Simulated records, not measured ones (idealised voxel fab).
The process module that follows is named voxel transistor to metal.
Xsec cut, 150 nm wide, square cell size 5 nm.
For the purposes of this document, a cross-section shall be understood as a grid of square cells, specified as bands listed in top-to-bottom order, each band consisting of one or more rows of cells.
The band entry comprises the height of the band's top followed by the height of its bottom, expressed in nm, and subsequently the band's materials from left to right, each stated together with its width in nm. Where a single material is marked with the word "all across", that material fills the band from edge to edge. The word "blank" represents empty space.
Heights are expressed relative to 0, this being the level below which the as-received wafer comprises one material exclusively. The lowest band is unbounded in the downward direction and is denoted as in "top 0, no bottom".
It should be noted that a width expressed as "30..40" varies in equal increments from row to row of cells within the band, taking the value of the first number at the top row and that of the second number at the bottom row.
Step marked "everything unchanged"? Then no cell in the cross-section changed in it.
What "Fully enclosed voids" gives you is every empty space of 8 cells or more that is cut off from the top. Each appears as width x height at distance, with the distance taken from the left edge and width, height and distance all in nm.
Read whatever lies past the settings on a step's line as the simulator's own remark about the step.
The line of a step may include "overlay nm". On a step with a mask, this value is how far to the right of its planned place the mask lay. A negative value means the mask lay to the left.

-- Process steps (planned)
1 op RECEIVE | material Si
2 op OXIDIZE | depth nm 5
3 op CONFORMAL_DEP | material SiN | thk nm 15
4 op PATTERN | tone cover | mask id ACTIVE | material resist | width nm 90 | thk nm 20 | overlay nm 0
5 op DIRECTIONAL_ETCH | etch materials SiN | depth nm 15
6 op DIRECTIONAL_ETCH | etch materials SiO2 | depth nm 5
7 op DIRECTIONAL_ETCH | etch materials Si | depth nm 25
8 op STRIP | etch materials resist
9 op FILL_DEP | material SiO2 | thk nm 5
10 op CMP | height nm 15
11 op SELECTIVE_ETCH | etch materials SiO2 | depth nm 15
12 op STRIP | etch materials SiN
13 op SELECTIVE_ETCH | etch materials SiO2 | depth nm 5
14 op OXIDIZE | depth nm 5
15 op DIRECTIONAL_DEP | material polySi | thk nm 25
16 op DIRECTIONAL_DEP | material SiCN | thk nm 15
17 op MASKED_ETCH | tone cover | mask id GATE | width nm 20 | etch materials SiCN | depth nm 25 | overlay nm 0
18 op MASKED_ETCH | tone cover | mask id GATE | width nm 20 | etch materials polySi | depth nm 35 | overlay nm 0
19 op CONFORMAL_DEP | material SiN | thk nm 10
20 op DIRECTIONAL_ETCH | etch materials SiN | depth nm 10
21 op DIRECTIONAL_ETCH | etch materials SiO2 | depth nm 5
22 op DIRECTIONAL_ETCH | etch materials Si | depth nm 5
23 op EPI | material SiGe | thk nm 10
24 op FILL_DEP | material SiO2 | thk nm 5
25 op CMP | height nm 35
26 op DIRECTIONAL_DEP | material SiO2 | thk nm 15
27 op PATTERN | tone open | mask id CONTACT | material resist | width nm 15 | pitch nm 65 | thk nm 20 | overlay nm 0
28 op DIRECTIONAL_ETCH | etch materials SiO2 | depth nm 55
29 op STRIP | etch materials resist
30 op CONFORMAL_DEP | material TiN | thk nm 5
31 op FILL_DEP | material W | thk nm 10
32 op CMP | height nm 50
33 op DIRECTIONAL_DEP | material TiN | thk nm 5
34 op DIRECTIONAL_DEP | material Ru | thk nm 25
35 op DIRECTIONAL_DEP | material aC | thk nm 10
36 op PATTERN | tone cover | mask id METAL_1 | material resist | width nm 15 | pitch nm 65 | thk nm 25 | overlay nm 0
37 op DIRECTIONAL_ETCH | etch materials aC | depth nm 10
38 op STRIP | etch materials resist
39 op DIRECTIONAL_ETCH | etch materials Ru | depth nm 25
40 op DIRECTIONAL_ETCH | etch materials TiN | depth nm 5
41 op STRIP | etch materials aC
42 op CONFORMAL_DEP | material SiN | thk nm 5
43 op FILL_DEP | material SiO2 | thk nm 5
44 op CMP | height nm 80
45 op CONFORMAL_DEP | material SiCN | thk nm 5
46 op DIRECTIONAL_DEP | material SiO2 | thk nm 35
47 op PATTERN | tone open | mask id METAL_2 | material resist | width nm 15 | pitch nm 65 | thk nm 20 | overlay nm 0
48 op DIRECTIONAL_ETCH | etch materials SiO2 | depth nm 20
49 op STRIP | etch materials resist
50 op PATTERN | tone open | mask id METAL_2_HOLES | material resist | width nm 15 | pitch nm 65 | thk nm 20 | overlay nm 0
51 op DIRECTIONAL_ETCH | etch materials SiO2 | depth nm 15
52 op DIRECTIONAL_ETCH | etch materials SiCN | depth nm 5
53 op STRIP | etch materials resist
54 op CONFORMAL_DEP | material TiN | thk nm 5
55 op FILL_DEP | material Ru | thk nm 10
56 op CMP | height nm 120
57 op CONFORMAL_DEP | material SiN | thk nm 5

-- Cross-section: wafer on arrival = after step 1
> top 0, no bottom | Si all across
> Fully enclosed voids: none

-- First of two wafers at the end of the module, shown in cross-section; run carried out as planned
> top 125, bottom 120 | SiN all across
> top 120, bottom 85 | SiO2=35  TiN=5  Ru=5  TiN=5  SiO2=50  TiN=5  Ru=5  TiN=5  SiO2=35
> top 85, bottom 80 | SiCN=35  TiN=15  SiCN=50  TiN=15  SiCN=35
> top 80, bottom 55 | SiO2=30  SiN=5  Ru=15  SiN=5  SiO2=40  SiN=5  Ru=15  SiN=5  SiO2=30
> top 55, bottom 50 | SiN=35  TiN=15  SiN=50  TiN=15  SiN=35
> top 50, bottom 35 | SiO2=35  TiN=5  W=5  TiN=5  SiO2=50  TiN=5  W=5  TiN=5  SiO2=35
> top 35, bottom 20 | SiO2=35  TiN=5  W=5  TiN=5  SiO2=5  SiN=10  SiCN=20  SiN=10  SiO2=5  TiN=5  W=5  TiN=5  SiO2=35
> top 20, bottom 5 | SiO2=35  TiN=5  W=5  TiN=5  SiO2=5  SiN=10  polySi=20  SiN=10  SiO2=5  TiN=5  W=5  TiN=5  SiO2=35
> top 5, bottom 0 | SiO2=35  TiN=15  SiO2=5  SiN=10  polySi=20  SiN=10  SiO2=5  TiN=15  SiO2=35
> top 0, bottom -5 | SiO2=35  TiN=10  SiGe=10  SiN=10  polySi=20  SiN=10  SiGe=10  TiN=10  SiO2=35
> top -5, bottom -10 | SiO2=25  SiGe=30  SiO2=40  SiGe=30  SiO2=25
> top -10, bottom -15 | SiO2=30  SiGe=25  Si=40  SiGe=25  SiO2=30
> top -15, bottom -30 | SiO2=30  Si=90  SiO2=30
> top -30, no bottom | Si all across
> Fully enclosed voids: none

-- Second of two wafers, module complete, sectioned: it shares the first wafer's start and plan but was run with one mistake
> top 125, bottom 120 | SiN all across
> top 120, bottom 85 | SiO2=35  TiN=5  Ru=5  TiN=5  SiO2=50  TiN=5  Ru=5  TiN=5  SiO2=35
> top 85, bottom 80 | SiCN=35  TiN=15  SiCN=50  TiN=15  SiCN=35
> top 80, bottom 55 | SiO2=30  SiN=5  Ru=15  SiN=5  SiO2=40  SiN=5  Ru=15  SiN=5  SiO2=30
> top 55, bottom 50 | SiN=35  TiN=15  SiN=50  TiN=15  SiN=35
> top 50, bottom 35 | SiO2=35  TiN=5  W=5  TiN=5  SiO2=50  TiN=5  W=5  TiN=5  SiO2=35
> top 35, bottom 20 | SiO2=35  TiN=5  W=5  TiN=5  SiO2=5  SiN=10  SiCN=20  SiN=10  SiO2=5  TiN=5  W=5  TiN=5  SiO2=35
> top 20, bottom 5 | SiO2=35  TiN=5  W=5  TiN=5  SiO2=5  SiN=10  polySi=20  SiN=10  SiO2=5  TiN=5  W=5  TiN=5  SiO2=35
> top 5, bottom 0 | SiO2=35  TiN=15  SiO2=5  SiN=10  polySi=20  SiN=10  SiO2=5  TiN=15  SiO2=35
> top 0, bottom -5 | SiO2=35  TiN=10  SiGe=10  SiN=10  polySi=20  SiN=10  SiGe=10  TiN=10  SiO2=35
> top -5, bottom -10 | SiO2=10  SiN=20  SiGe=25  SiO2=40  SiGe=25  SiN=20  SiO2=10
> top -10, bottom -15 | SiO2=10  SiN=20  SiO2=5  SiGe=20  Si=40  SiGe=20  SiO2=5  SiN=20  SiO2=10
> top -15, bottom -20 | SiO2=10  SiN=20  SiO2=5  Si=80  SiO2=5  SiN=20  SiO2=10
> top -20, bottom -30 | SiO2=35..30  Si=80..90  SiO2=35..30
> top -30, no bottom | Si all across
> Fully enclosed voids: none
Misprocessing identified: steps 11 and 12 of the plan were run in the wrong order, each in the other's place
At the finish, the second wafer shows more or fewer cells for some materials than the first does: Si -4, SiGe -4, SiN +24, SiO2 -16
